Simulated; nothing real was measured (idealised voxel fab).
Process module, titled voxel plated lines
Pictured: cross-section cut, 295 nm wide, on a grid of 5 nm square cells.
Cross-section format: a grid of square cells, given as bands from top to bottom; each band is one or more rows of cells. The band entry comprises the height of the band's top followed by the height of its bottom, expressed in nm, and subsequently the band's materials from left to right, each stated together with its width in nm. Where a single material is marked with the word "full width", that material fills the band from edge to edge. The word "air" represents empty space. Convention: height 0 is the level below which the wafer, as received, is all one material. The lowest band does not terminate at the bottom but continues downward, represented as "top 0, no bottom". A two-number width, for instance "30->40", indicates that the width is equal to the first number in the top row of the band and to the second number in the bottom row, and that it changes by a constant amount per row of cells. "nothing changed" after a step means that no cell of the cross-section changed. The list in "Internal closed voids" covers empty spaces of 8 cells or more that cannot reach the top through any open way, and it gives each as width x height at distance; the distance is from the left edge, and width, height and distance are in nm. On each step's line, the part that comes after the settings is the simulator's own comment on the step. "overlay nm", when on a step's line for a step with a mask, measures how far to the right of its planned place the mask lay; a negative measure means to the left. Pairs ahead. Before: cross-section ahead of one process step. After: cross-section once the step is done, shown to the lowest changed band only. Under each pair: that step, with settings. Caution: pairs may come from different runs of this module on the same starting wafer; a pair follows the pair above only where its "Prior to step" entry says so.
**Prior to step**
- top 0, no bottom = Si full width
- Internal closed voids: none
**Result of Step**
- top 15, bottom 0 = Al2O3 full width
- Below 0 it's all the same as before, nothing changed down there.
- Internal closed voids: none
Process step bridging the above cross-sections: CONFORMAL_DEP,material Al2O3,thk nm 15
Prior to step: The pre-step condition corresponds to the post-step cross-section depicted in the pair directly above.
**Result of Step**
- top 20, bottom 15 = TiN full width
- Below 15 it's all the same as before, nothing changed down there.
- Internal closed voids: none
Process step bridging the above cross-sections: DIRECTIONAL_DEP,material TiN,thk nm 5
Prior to step: The pre-step condition corresponds to the post-step cross-section depicted in the pair directly above.
**Result of Step**
- top 40, bottom 20 = 105 of resist  30 of air  25 of resist  30 of air  105 of resist
- Below 20 it's all the same as before, nothing changed down there.
- Internal closed voids: none
Process step bridging the above cross-sections: PATTERN,tone open,mask id LINES,material resist,width nm 30,pitch nm 55,thk nm 20,overlay nm 0
Prior to step: The pre-step condition corresponds to the post-step cross-section depicted in the pair directly above.
**Result of Step**
- top 40, bottom 25 = 105 of resist  30 of air  25 of resist  30 of air  105 of resist
- top 25, bottom 20 = 105 of resist  30 of Ru  25 of resist  30 of Ru  105 of resist
- Below 20 it's all the same as before, nothing changed down there.
- Internal closed voids: none
Process step bridging the above cross-sections: EPI,material Ru,thk nm 5
Prior to step: The pre-step condition corresponds to the post-step cross-section depicted in the pair directly above.
**Result of Step**
- top 25, bottom 20 = 105 of air  30 of Ru  25 of air  30 of Ru  105 of air
- Below 20 it's all the same as before, nothing changed down there.
- Internal closed voids: none
Process step bridging the above cross-sections: STRIP,etch materials resist
Prior to step: The pre-step condition corresponds to the post-step cross-section depicted in the pair directly above.
**Result of Step**
- top 25, bottom 20 = 105 of air  30 of Ru  25 of air  30 of Ru  105 of air
- top 20, bottom 15 = 105 of air  30 of TiN  25 of air  30 of TiN  105 of air
- Below 15 it's all the same as before, nothing changed down there.
- Internal closed voids: none
Process step bridging the above cross-sections: DIRECTIONAL_ETCH,etch materials TiN,depth nm 5
Prior to step: The pre-step condition corresponds to the post-step cross-section depicted in the pair directly above.
**Result of Step**
- top 35, bottom 25 = 95 of air  50 of SiN  5 of air  50 of SiN  95 of air
- top 25, bottom 20 = 105 of SiN  30 of Ru  25 of SiN  30 of Ru  105 of SiN
- top 20, bottom 15 = 105 of SiN  30 of TiN  25 of SiN  30 of TiN  105 of SiN
- Below 15 it's all the same as before, nothing changed down there.
- Internal closed voids: none
Process step bridging the above cross-sections: CONFORMAL_DEP,material SiN,thk nm 10
**Prior to step**
- top 0, no bottom = Si full width
- Internal closed voids: none
**Result of Step**
- top 5, bottom 0 = TiN full width
- Below 0 it's all the same as before, nothing changed down there.
- Internal closed voids: none
Process step bridging the above cross-sections: DIRECTIONAL_DEP,material TiN,thk nm 5
Prior to step: The pre-step condition corresponds to the post-step cross-section depicted in the pair directly above.
**Result of Step**
- top 25, bottom 5 = 105 of resist  30 of air  25 of resist  30 of air  105 of resist
- Below 5 it's all the same as before, nothing changed down there.
- Internal closed voids: none
Process step bridging the above cross-sections: PATTERN,tone open,mask id LINES,material resist,width nm 30,pitch nm 55,thk nm 20,overlay nm 0
Prior to step: The pre-step condition corresponds to the post-step cross-section depicted in the pair directly above.
**Result of Step**
- top 25, bottom 10 = 105 of resist  30 of air  25 of resist  30 of air  105 of resist
- top 10, bottom 5 = 105 of resist  30 of Ru  25 of resist  30 of Ru  105 of resist
- Below 5 it's all the same as before, nothing changed down there.
- Internal closed voids: none
Process step bridging the above cross-sections: EPI,material Ru,thk nm 5
Prior to step: The pre-step condition corresponds to the post-step cross-section depicted in the pair directly above.
**Result of Step**
- top 10, bottom 5 = 105 of air  30 of Ru  25 of air  30 of Ru  105 of air
- Below 5 it's all the same as before, nothing changed down there.
- Internal closed voids: none
Process step bridging the above cross-sections: STRIP,etch materials resist
Prior to step: The pre-step condition corresponds to the post-step cross-section depicted in the pair directly above.
**Result of Step**
- top 10, bottom 5 = 105 of air  30 of Ru  25 of air  30 of Ru  105 of air
- top 5, bottom 0 = 105 of air  30 of TiN  25 of air  30 of TiN  105 of air
- Below 0 it's all the same as before, nothing changed down there.
- Internal closed voids: none
Process step bridging the above cross-sections: DIRECTIONAL_ETCH,etch materials TiN,depth nm 5
Prior to step: The pre-step condition corresponds to the post-step cross-section depicted in the pair directly above.
**Result of Step**
- top 20, bottom 10 = 95 of air  50 of SiN  5 of air  50 of SiN  95 of air
- top 10, bottom 5 = 105 of SiN  30 of Ru  25 of SiN  30 of Ru  105 of SiN
- top 5, bottom 0 = 105 of SiN  30 of TiN  25 of SiN  30 of TiN  105 of SiN
- Below 0 it's all the same as before, nothing changed down there.
- Internal closed voids: none
Process step bridging the above cross-sections: CONFORMAL_DEP,material SiN,thk nm 10
**Prior to step**
- top 15, bottom 0 = Al2O3 full width
- top 0, no bottom = Si full width
- Internal closed voids: none
**Result of Step**
- top 30, bottom 0 = Al2O3 full width
- Below 0 it's all the same as before, nothing changed down there.
- Internal closed voids: none
Process step bridging the above cross-sections: CONFORMAL_DEP,material Al2O3,thk nm 15
Prior to step: The pre-step condition corresponds to the post-step cross-section depicted in the pair directly above.
**Result of Step**
- top 35, bottom 30 = TiN full width
- Below 30 it's all the same as before, nothing changed down there.
- Internal closed voids: none
Process step bridging the above cross-sections: DIRECTIONAL_DEP,material TiN,thk nm 5
Prior to step: The pre-step condition corresponds to the post-step cross-section depicted in the pair directly above.
**Result of Step**
- top 55, bottom 35 = 105 of resist  30 of air  25 of resist  30 of air  105 of resist
- Below 35 it's all the same as before, nothing changed down there.
- Internal closed voids: none
Process step bridging the above cross-sections: PATTERN,tone open,mask id LINES,material resist,width nm 30,pitch nm 55,thk nm 20,overlay nm 0
Prior to step: The pre-step condition corresponds to the post-step cross-section depicted in the pair directly above.
**Result of Step**
- top 55, bottom 40 = 105 of resist  30 of air  25 of resist  30 of air  105 of resist
- top 40, bottom 35 = 105 of resist  30 of Ru  25 of resist  30 of Ru  105 of resist
- Below 35 it's all the same as before, nothing changed down there.
- Internal closed voids: none
Process step bridging the above cross-sections: EPI,material Ru,thk nm 5
Prior to step: The pre-step condition corresponds to the post-step cross-section depicted in the pair directly above.
**Result of Step**
- top 40, bottom 35 = 105 of air  30 of Ru  25 of air  30 of Ru  105 of air
- Below 35 it's all the same as before, nothing changed down there.
- Internal closed voids: none
Process step bridging the above cross-sections: STRIP,etch materials resist
Prior to step: The pre-step condition corresponds to the post-step cross-section depicted in the pair directly above.
**Result of Step**
- top 40, bottom 35 = 105 of air  30 of Ru  25 of air  30 of Ru  105 of air
- top 35, bottom 30 = 105 of air  30 of TiN  25 of air  30 of TiN  105 of air
- Below 30 it's all the same as before, nothing changed down there.
- Internal closed voids: none
Process step bridging the above cross-sections: DIRECTIONAL_ETCH,etch materials TiN,depth nm 5
Prior to step: The pre-step condition corresponds to the post-step cross-section depicted in the pair directly above.
**Result of Step**
- top 50, bottom 40 = 95 of air  50 of SiN  5 of air  50 of SiN  95 of air
- top 40, bottom 35 = 105 of SiN  30 of Ru  25 of SiN  30 of Ru  105 of SiN
- top 35, bottom 30 = 105 of SiN  30 of TiN  25 of SiN  30 of TiN  105 of SiN
- Below 30 it's all the same as before, nothing changed down there.
- Internal closed voids: none
Process step bridging the above cross-sections: CONFORMAL_DEP,material SiN,thk nm 10
**Prior to step**
- top 5, bottom 0 = TiN full width
- top 0, no bottom = Si full width
- Internal closed voids: none
**Result of Step**
- top 20, bottom 5 = Al2O3 full width
- Below 5 it's all the same as before, nothing changed down there.
- Internal closed voids: none
Process step bridging the above cross-sections: CONFORMAL_DEP,material Al2O3,thk nm 15
Prior to step: The pre-step condition corresponds to the post-step cross-section depicted in the pair directly above.
**Result of Step**
- top 40, bottom 20 = 105 of resist  30 of air  25 of resist  30 of air  105 of resist
- Below 20 it's all the same as before, nothing changed down there.
- Internal closed voids: none
Process step bridging the above cross-sections: PATTERN,tone open,mask id LINES,material resist,width nm 30,pitch nm 55,thk nm 20,overlay nm 0
Prior to step: The pre-step condition corresponds to the post-step cross-section depicted in the pair directly above.
**Result of Step**
- top 20, bottom 5 = Al2O3 full width
- Below 5 it's all the same as before, nothing changed down there.
- Internal closed voids: none
Process step bridging the above cross-sections: STRIP,etch materials resist
Prior to step: The pre-step condition corresponds to the post-step cross-section depicted in the pair directly above.
**Result of Step**
- top 30, bottom 20 = SiN full width
- Below 20 it's all the same as before, nothing changed down there.
- Internal closed voids: none
Process step bridging the above cross-sections: CONFORMAL_DEP,material SiN,thk nm 10
**Prior to step**
- top 25, bottom 20 = 105 of air  30 of Ru  25 of air  30 of Ru  105 of air
- top 20, bottom 15 = 105 of air  30 of TiN  25 of air  30 of TiN  105 of air
- top 15, bottom 0 = Al2O3 full width
- top 0, no bottom = Si full width
- Internal closed voids: none
**Result of Step**
- top 40, bottom 30 = 90 of air  115 of SiN  90 of air
- top 30, bottom 25 = SiN full width
- top 25, bottom 20 = 105 of SiN  30 of Ru  25 of SiN  30 of Ru  105 of SiN
- top 20, bottom 15 = 105 of SiN  30 of TiN  25 of SiN  30 of TiN  105 of SiN
- Below 15 it's all the same as before, nothing changed down there.
- Internal closed voids: none
Process step bridging the above cross-sections: CONFORMAL_DEP,material SiN,thk nm 15
**Prior to step**
- top 20, bottom 15 = TiN full width
- top 15, bottom 0 = Al2O3 full width
- top 0, no bottom = Si full width
- Internal closed voids: none
**Result of Step**
- top 40, bottom 20 = 110 of resist  20 of air  35 of resist  20 of air  110 of resist
- Below 20 it's all the same as before, nothing changed down there.
- Internal closed voids: none
Process step bridging the above cross-sections: PATTERN,tone open,mask id LINES,material resist,width nm 20,pitch nm 55,thk nm 20,overlay nm 0
Prior to step: The pre-step condition corresponds to the post-step cross-section depicted in the pair directly above.
**Result of Step**
- top 40, bottom 25 = 110 of resist  20 of air  35 of resist  20 of air  110 of resist
- top 25, bottom 20 = 110 of resist  20 of Ru  35 of resist  20 of Ru  110 of resist
- Below 20 it's all the same as before, nothing changed down there.
- Internal closed voids: none
Process step bridging the above cross-sections: EPI,material Ru,thk nm 5
Prior to step: The pre-step condition corresponds to the post-step cross-section depicted in the pair directly above.
**Result of Step**
- top 25, bottom 20 = 110 of air  20 of Ru  35 of air  20 of Ru  110 of air
- Below 20 it's all the same as before, nothing changed down there.
- Internal closed voids: none
Process step bridging the above cross-sections: STRIP,etch materials resist
Prior to step: The pre-step condition corresponds to the post-step cross-section depicted in the pair directly above.
**Result of Step**
- top 25, bottom 20 = 110 of air  20 of Ru  35 of air  20 of Ru  110 of air
- top 20, bottom 15 = 110 of air  20 of TiN  35 of air  20 of TiN  110 of air
- Below 15 it's all the same as before, nothing changed down there.
- Internal closed voids: none
Process step bridging the above cross-sections: DIRECTIONAL_ETCH,etch materials TiN,depth nm 5
Prior to step: The pre-step condition corresponds to the post-step cross-section depicted in the pair directly above.
**Result of Step**
- top 35, bottom 25 = 100 of air  40 of SiN  15 of air  40 of SiN  100 of air
- top 25, bottom 20 = 110 of SiN  20 of Ru  35 of SiN  20 of Ru  110 of SiN
- top 20, bottom 15 = 110 of SiN  20 of TiN  35 of SiN  20 of TiN  110 of SiN
- Below 15 it's all the same as before, nothing changed down there.
- Internal closed voids: none
Process step bridging the above cross-sections: CONFORMAL_DEP,material SiN,thk nm 10
**Prior to step**
- top 20, bottom 15 = TiN full width
- top 15, bottom 0 = Al2O3 full width
- top 0, no bottom = Si full width
- Internal closed voids: none
**Result of Step**
- top 40, bottom 20 = 115 of resist  30 of air  25 of resist  30 of air  95 of resist
- Below 20 it's all the same as before, nothing changed down there.
- Internal closed voids: none
Process step bridging the above cross-sections: PATTERN,tone open,mask id LINES,material resist,width nm 30,pitch nm 55,thk nm 20,overlay nm 10
Prior to step: The pre-step condition corresponds to the post-step cross-section depicted in the pair directly above.
**Result of Step**
- top 40, bottom 25 = 115 of resist  30 of air  25 of resist  30 of air  95 of resist
- top 25, bottom 20 = 115 of resist  30 of Ru  25 of resist  30 of Ru  95 of resist
- Below 20 it's all the same as before, nothing changed down there.
- Internal closed voids: none
Process step bridging the above cross-sections: EPI,material Ru,thk nm 5
Prior to step: The pre-step condition corresponds to the post-step cross-section depicted in the pair directly above.
**Result of Step**
- top 25, bottom 20 = 115 of air  30 of Ru  25 of air  30 of Ru  95 of air
- Below 20 it's all the same as before, nothing changed down there.
- Internal closed voids: none
Process step bridging the above cross-sections: STRIP,etch materials resist
Prior to step: The pre-step condition corresponds to the post-step cross-section depicted in the pair directly above.
**Result of Step**
- top 25, bottom 20 = 115 of air  30 of Ru  25 of air  30 of Ru  95 of air
- top 20, bottom 15 = 115 of air  30 of TiN  25 of air  30 of TiN  95 of air
- Below 15 it's all the same as before, nothing changed down there.
- Internal closed voids: none
Process step bridging the above cross-sections: DIRECTIONAL_ETCH,etch materials TiN,depth nm 5
Prior to step: The pre-step condition corresponds to the post-step cross-section depicted in the pair directly above.
**Result of Step**
- top 35, bottom 25 = 105 of air  50 of SiN  5 of air  50 of SiN  85 of air
- top 25, bottom 20 = 115 of SiN  30 of Ru  25 of SiN  30 of Ru  95 of SiN
- top 20, bottom 15 = 115 of SiN  30 of TiN  25 of SiN  30 of TiN  95 of SiN
- Below 15 it's all the same as before, nothing changed down there.
- Internal closed voids: none
Process step bridging the above cross-sections: CONFORMAL_DEP,material SiN,thk nm 10
**Prior to step**
- top 15, bottom 0 = Al2O3 full width
- top 0, no bottom = Si full width
- Internal closed voids: none
**Result of Step**
- top 20, bottom 15 = SiN full width
- Below 15 it's all the same as before, nothing changed down there.
- Internal closed voids: none
Process step bridging the above cross-sections: DIRECTIONAL_DEP,material SiN,thk nm 5
Prior to step: The pre-step condition corresponds to the post-step cross-section depicted in the pair directly above.
**Result of Step**
- top 40, bottom 20 = 105 of resist  30 of air  25 of resist  30 of air  105 of resist
- Below 20 it's all the same as before, nothing changed down there.
- Internal closed voids: none
Process step bridging the above cross-sections: PATTERN,tone open,mask id LINES,material resist,width nm 30,pitch nm 55,thk nm 20,overlay nm 0
Prior to step: The pre-step condition corresponds to the post-step cross-section depicted in the pair directly above.
**Result of Step**
- top 20, bottom 15 = SiN full width
- Below 15 it's all the same as before, nothing changed down there.
- Internal closed voids: none
Process step bridging the above cross-sections: STRIP,etch materials resist
Prior to step: The pre-step condition corresponds to the post-step cross-section depicted in the pair directly above.
**Result of Step**
- top 30, bottom 15 = SiN full width
- Below 15 it's all the same as before, nothing changed down there.
- Internal closed voids: none
Process step bridging the above cross-sections: CONFORMAL_DEP,material SiN,thk nm 10
**Prior to step**
- top 20, bottom 15 = TiN full width
- top 15, bottom 0 = Al2O3 full width
- top 0, no bottom = Si full width
- Internal closed voids: none
**Result of Step**
- top 40, bottom 20 = 105 of air  30 of resist  25 of air  30 of resist  105 of air
- Below 20 it's all the same as before, nothing changed down there.
- Internal closed voids: none
Process step bridging the above cross-sections: PATTERN,tone cover,mask id LINES,material resist,width nm 30,pitch nm 55,thk nm 20,overlay nm 0
Prior to step: The pre-step condition corresponds to the post-step cross-section depicted in the pair directly above.
**Result of Step**
- top 40, bottom 25 = 105 of air  30 of resist  25 of air  30 of resist  105 of air
- top 25, bottom 20 = 105 of Ru  30 of resist  25 of Ru  30 of resist  105 of Ru
- Below 20 it's all the same as before, nothing changed down there.
- Internal closed voids: none
Process step bridging the above cross-sections: EPI,material Ru,thk nm 5
Prior to step: The pre-step condition corresponds to the post-step cross-section depicted in the pair directly above.
**Result of Step**
- top 25, bottom 20 = 105 of Ru  30 of air  25 of Ru  30 of air  105 of Ru
- Below 20 it's all the same as before, nothing changed down there.
- Internal closed voids: none
Process step bridging the above cross-sections: STRIP,etch materials resist
Prior to step: The pre-step condition corresponds to the post-step cross-section depicted in the pair directly above.
**Result of Step**
- top 25, bottom 20 = 105 of Ru  30 of air  25 of Ru  30 of air  105 of Ru
- top 20, bottom 15 = 105 of TiN  30 of air  25 of TiN  30 of air  105 of TiN
- Below 15 it's all the same as before, nothing changed down there.
- Internal closed voids: none
Process step bridging the above cross-sections: DIRECTIONAL_ETCH,etch materials TiN,depth nm 5
Prior to step: The pre-step condition corresponds to the post-step cross-section depicted in the pair directly above.
**Result of Step**
- top 35, bottom 25 = 115 of SiN  10 of air  45 of SiN  10 of air  115 of SiN
- top 25, bottom 20 = 105 of Ru  30 of SiN  25 of Ru  30 of SiN  105 of Ru
- top 20, bottom 15 = 105 of TiN  30 of SiN  25 of TiN  30 of SiN  105 of TiN
- Below 15 it's all the same as before, nothing changed down there.
- Internal closed voids: none
Process step bridging the above cross-sections: CONFORMAL_DEP,material SiN,thk nm 10
